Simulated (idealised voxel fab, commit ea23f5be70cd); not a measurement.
process module | voxel self aligned contacts
cross-section cut | 240 nm wide | cells 5 nm
A cross-section is a grid of square cells, given in bands from the top down. A band is one or more rows of cells.
Each band's line starts with the height of the band's top and of its bottom, in nm. Then come its materials from left to right, each with its width in nm. One material with "throughout" fills the band from edge to edge. "air" is empty space.
Height 0 is the level under which the wafer as received is all one material. The lowest band goes on downwards, as in "0 down".
A width such as "30 to 40" changes by the same amount from each row of cells to the next, from the band's top row to its bottom row.
"no change" after a step means that no cell of the cross-section changed.
closed voids: empty space of 8 cells or more with no open way to the top, each as width x height at its distance from the left edge, in nm
after a step's settings: what the simulator itself notes on the step
overlay nm, on a step with a mask: how far to the right of its planned place the mask lay; to the left if negative
plan
1 op RECEIVE | material Si
2 op OXIDIZE | depth nm 5
3 op DIRECTIONAL_DEP | material polySi | thk nm 20
4 op DIRECTIONAL_DEP | material SiN | thk nm 15
5 op PATTERN | tone cover | mask id GATE | material resist | width nm 30 | pitch nm 60 | thk nm 20 | overlay nm 0
6 op DIRECTIONAL_ETCH | etch materials SiN | depth nm 15
7 op DIRECTIONAL_ETCH | etch materials polySi | depth nm 20
8 op STRIP | etch materials resist
9 op CONFORMAL_DEP | material SiN | thk nm 5
10 op DIRECTIONAL_ETCH | etch materials SiN | depth nm 5
11 op FILL_DEP | material SiO2 | thk nm 15
12 op CMP | height nm 40
13 op PATTERN | tone open | mask id CONTACT | material resist | width nm 40 | thk nm 15 | overlay nm 0
14 op DIRECTIONAL_ETCH | etch materials SiO2 | depth nm 45
15 op STRIP | etch materials resist
16 op CONFORMAL_DEP | material TiN | thk nm 5
17 op FILL_DEP | material Ru | thk nm 5
18 op CMP | height nm 40
19 op CONFORMAL_DEP | material SiCN | thk nm 5
as received, after step 1
  0 down: Si throughout
  closed voids: none
a wafer at the end: this start, this plan, one mistake
  45 to 40: SiCN throughout
  40 to 25: SiO2 70 | SiN 5 | polySi 30 | SiN 5 | TiN 5 | Ru 10 | TiN 5 | SiN 5 | polySi 30 | SiN 5 | SiO2 70
  25 to 20: SiO2 70 | SiN 5 | polySi 30 | SiN 5 | TiN 20 | SiN 5 | polySi 30 | SiN 5 | SiO2 70
  20 to 0: polySi throughout
  0 to -5: SiO2 throughout
  -5 down: Si throughout
  closed voids: none
what went wrong: step 3 was run twice
